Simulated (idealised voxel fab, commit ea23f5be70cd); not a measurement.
process module | voxel transistor to metal
cross-section cut | 160 nm wide | cells 5 nm
A cross-section is a grid of square cells, given in bands from the top down. A band is one or more rows of cells.
Each band's line starts with the height of the band's top and of its bottom, in nm. Then come its materials from left to right, each with its width in nm. One material with "throughout" fills the band from edge to edge. "air" is empty space.
Height 0 is the level under which the wafer as received is all one material. The lowest band goes on downwards, as in "0 down".
A width such as "30 to 40" changes by the same amount from each row of cells to the next, from the band's top row to its bottom row.
"no change" after a step means that no cell of the cross-section changed.
closed voids: empty space of 8 cells or more with no open way to the top, each as width x height at its distance from the left edge, in nm
after a step's settings: what the simulator itself notes on the step
overlay nm, on a step with a mask: how far to the right of its planned place the mask lay; to the left if negative
plan
1 op RECEIVE | material Si
2 op OXIDIZE | depth nm 5
3 op CONFORMAL_DEP | material SiN | thk nm 10
4 op MASKED_ETCH | tone cover | mask id ACTIVE | width nm 110 | etch materials SiN | depth nm 10 | overlay nm 0
5 op MASKED_ETCH | tone cover | mask id ACTIVE | width nm 110 | etch materials SiO2 | depth nm 5 | overlay nm 0
6 op MASKED_ETCH | tone cover | mask id ACTIVE | width nm 110 | etch materials Si | depth nm 25 | overlay nm 0
7 op FILL_DEP | material SiO2 | thk nm 5
8 op CMP | height nm 10
9 op SELECTIVE_ETCH | etch materials SiO2 | depth nm 5
10 op STRIP | etch materials SiN
11 op SELECTIVE_ETCH | etch materials SiO2 | depth nm 5
12 op OXIDIZE | depth nm 5
13 op DIRECTIONAL_DEP | material polySi | thk nm 20
14 op DIRECTIONAL_DEP | material SiCN | thk nm 15
15 op PATTERN | tone cover | mask id GATE | material resist | width nm 30 | thk nm 15 | overlay nm 0
16 op DIRECTIONAL_ETCH | etch materials SiCN | depth nm 25
17 op DIRECTIONAL_ETCH | etch materials polySi | depth nm 30
18 op STRIP | etch materials resist
19 op CONFORMAL_DEP | material SiO2 | thk nm 5
20 op DIRECTIONAL_ETCH | etch materials SiO2 | depth nm 5
21 op CONFORMAL_DEP | material SiN | thk nm 10
22 op DIRECTIONAL_ETCH | etch materials SiN | depth nm 10
23 op DIRECTIONAL_ETCH | etch materials SiO2 | depth nm 5
24 op EPI | material nSi | thk nm 5
25 op FILL_DEP | material SiO2 | thk nm 5
26 op CMP | height nm 15
27 op STRIP | etch materials polySi
28 op SELECTIVE_ETCH | etch materials SiO2 | depth nm 5
29 op CONFORMAL_DEP | material HfO2 | thk nm 5
30 op CONFORMAL_DEP | material TiN | thk nm 5
31 op FILL_DEP | material W | thk nm 5
32 op CMP | height nm 10
33 op DIRECTIONAL_DEP | material SiO2 | thk nm 10
34 op MASKED_ETCH | tone open | mask id CONTACT | width nm 20 | pitch nm 80 | etch materials SiO2 | depth nm 25 | overlay nm 0
35 op CONFORMAL_DEP | material TiN | thk nm 5
36 op FILL_DEP | material W | thk nm 10
37 op CMP | height nm 20
38 op DIRECTIONAL_DEP | material TiN | thk nm 5
39 op DIRECTIONAL_DEP | material W | thk nm 25
40 op MASKED_ETCH | tone cover | mask id METAL_1 | width nm 20 | pitch nm 80 | etch materials W | depth nm 25 | overlay nm 0
41 op MASKED_ETCH | tone cover | mask id METAL_1 | width nm 20 | pitch nm 80 | etch materials TiN | depth nm 5 | overlay nm 0
42 op CONFORMAL_DEP | material SiCN | thk nm 5
43 op FILL_DEP | material lowk | thk nm 10
44 op CMP | height nm 50
45 op CONFORMAL_DEP | material SiCN | thk nm 5
as received, after step 1
  0 down: Si throughout
  closed voids: none
a wafer at the end: this start, this plan, one mistake
  55 to 50: SiCN throughout
  50 to 25: lowk 25 | SiCN 5 | W 20 | SiCN 5 | lowk 50 | SiCN 5 | W 20 | SiCN 5 | lowk 25
  25 to 20: SiCN 30 | TiN 20 | SiCN 60 | TiN 20 | SiCN 30
  20 to 10: SiO2 30 | TiN 5 to 10 | W 10 to 5 | TiN 5 | SiO2 60 | TiN 5 | W 10 to 5 | TiN 5 to 10 | SiO2 30
  10 to 5: HfO2 35 | TiN 15 | HfO2 15 | TiN 5 | W 20 | TiN 5 | HfO2 15 | TiN 15 | HfO2 35
  5 to 0: HfO2 65 | TiN 5 | W 20 | TiN 5 | HfO2 65
  0 to -5: SiO2 25 | HfO2 40 | TiN 30 | HfO2 40 | SiO2 25
  -5 to -10: SiO2 60 | HfO2 40 | SiO2 60
  -10 to -30: SiO2 25 | Si 110 | SiO2 25
  -30 down: Si throughout
  closed voids: none
what went wrong: step 21 ran as: op CONFORMAL_DEP | material HfO2 | thk nm 10
